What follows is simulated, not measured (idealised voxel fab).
Documented hereafter: the process module known as voxel capacitor over wiring.
The width of the displayed cross-section, cut, is 275 nm; its cells are square, with a size of 5 nm.
The cross-sections in this document take the form of a grid made of square cells. They are written out as bands, in order from top to bottom. Each band consists of one or more rows of cells.
Band entry format. Leading values: height of top, height of bottom, nm. Remainder: materials in left-to-right order, each with its width in nm. Special words: "everywhere" on a single material, which then fills the band edge to edge; "blank", empty space.
Heights are expressed relative to 0, this being the level below which the as-received wafer comprises one material exclusively. The lowest band is unbounded in the downward direction and is denoted as in "from 0 down".
Top row gets the first number, bottom row gets the second, and each row in between changes by the same step: that is how a band width like "30->40" works.
Given "remained the same" for a step, no cell of the cross-section differs between before and after that step.
Reported under the label "Fully closed voids" are the empty spaces having no open way to the top and comprising 8 cells or more; the notation for each is width x height at distance, in which the distance is measured from the left edge and all three values are in nm.
The remark found on a step's line after its settings is issued by the simulator itself and pertains to that step.
Each step line may optionally specify "overlay nm", which for a step with a mask gives the rightward distance between the mask's planned place and where it lay, a negative value indicating the leftward direction.

-- Listed below are the process steps as planned
1,RECEIVE [material Si]
2,CONFORMAL_DEP [material SiO2] [thk nm 15]
3,CONFORMAL_DEP [material SiN] [thk nm 5]
4,DIRECTIONAL_DEP [material SiO2] [thk nm 20]
5,MASKED_ETCH [tone open] [mask id METAL_1] [width nm 20] [pitch nm 70] [etch materials SiO2] [depth nm 20] [overlay nm 0]
6,MASKED_ETCH [tone open] [mask id METAL_1] [width nm 20] [pitch nm 70] [etch materials SiN] [depth nm 5] [overlay nm 0]
7,CONFORMAL_DEP [material TiN] [thk nm 5]
8,FILL_DEP [material W] [thk nm 5]
9,CMP [height nm 40]
10,CONFORMAL_DEP [material SiCN] [thk nm 5]
11,DIRECTIONAL_DEP [material lowk] [thk nm 10]
12,PATTERN [tone open] [mask id PLUG_1] [material resist] [width nm 15] [thk nm 15] [overlay nm 0]
13,DIRECTIONAL_ETCH [etch materials lowk] [depth nm 10]
14,DIRECTIONAL_ETCH [etch materials SiCN] [depth nm 5]
15,STRIP [etch materials resist]
16,CONFORMAL_DEP [material TiN] [thk nm 5]
17,FILL_DEP [material Cu] [thk nm 10]
18,CMP [height nm 55]
19,DIRECTIONAL_DEP [material TiN] [thk nm 10]
20,DIRECTIONAL_DEP [material SiN] [thk nm 5]
21,DIRECTIONAL_DEP [material TiN] [thk nm 10]
22,MASKED_ETCH [tone cover] [mask id UPPER_PLATE] [width nm 55] [etch materials TiN] [depth nm 10] [overlay nm 0]
23,MASKED_ETCH [tone cover] [mask id UPPER_PLATE] [width nm 55] [etch materials SiN] [depth nm 5] [overlay nm 0]
24,MASKED_ETCH [tone cover] [mask id LOWER_PLATE] [width nm 65] [etch materials TiN] [depth nm 10] [overlay nm 0]
25,FILL_DEP [material SiO2] [thk nm 15]
26,CMP [height nm 90]
27,MASKED_ETCH [tone open] [mask id PLUG_2] [width nm 15] [etch materials SiO2] [depth nm 10] [overlay nm 0]
28,CONFORMAL_DEP [material TiN] [thk nm 5]
29,FILL_DEP [material W] [thk nm 10]
30,CMP [height nm 90]
31,CONFORMAL_DEP [material SiN] [thk nm 5]

-- Cross-section of the wafer upon arrival, representing the state reached after step 1
> from 0 down  Si everywhere
> Fully closed voids: none

-- Figure: cross-sectional view of the wafer upon completion of the module, processed from the initial state and according to the plan depicted above, with one error introduced during execution
> from 95 to 90  SiN everywhere
> from 90 to 85  SiO2 (105), TiN (5), W (5), TiN (5), SiO2 (155)
> from 85 to 80  SiO2 (105), TiN (15), SiO2 (155)
> from 80 to 70  SiO2 (95), TiN (55), SiO2 (125)
> from 70 to 65  SiO2 (95), SiN (55), SiO2 (125)
> from 65 to 55  SiO2 (90), TiN (65), SiO2 (120)
> from 55 to 45  lowk (95), TiN (5), Cu (5), TiN (5), lowk (165)
> from 45 to 40  SiCN (95), TiN (15), SiCN (165)
> from 40 to 35  SiO2 (90), TiN (5), W (10), TiN (5), SiO2 (50), TiN (5), W (10), TiN (5), SiO2 (95)
> from 35 to 30  SiN (90), TiN (20), SiN (50), TiN (20), SiN (95)
> from 30 to 0  SiO2 everywhere
> from 0 down  Si everywhere
> Fully closed voids: none
What was the processing mistake? step 2 of the plan was executed twice over
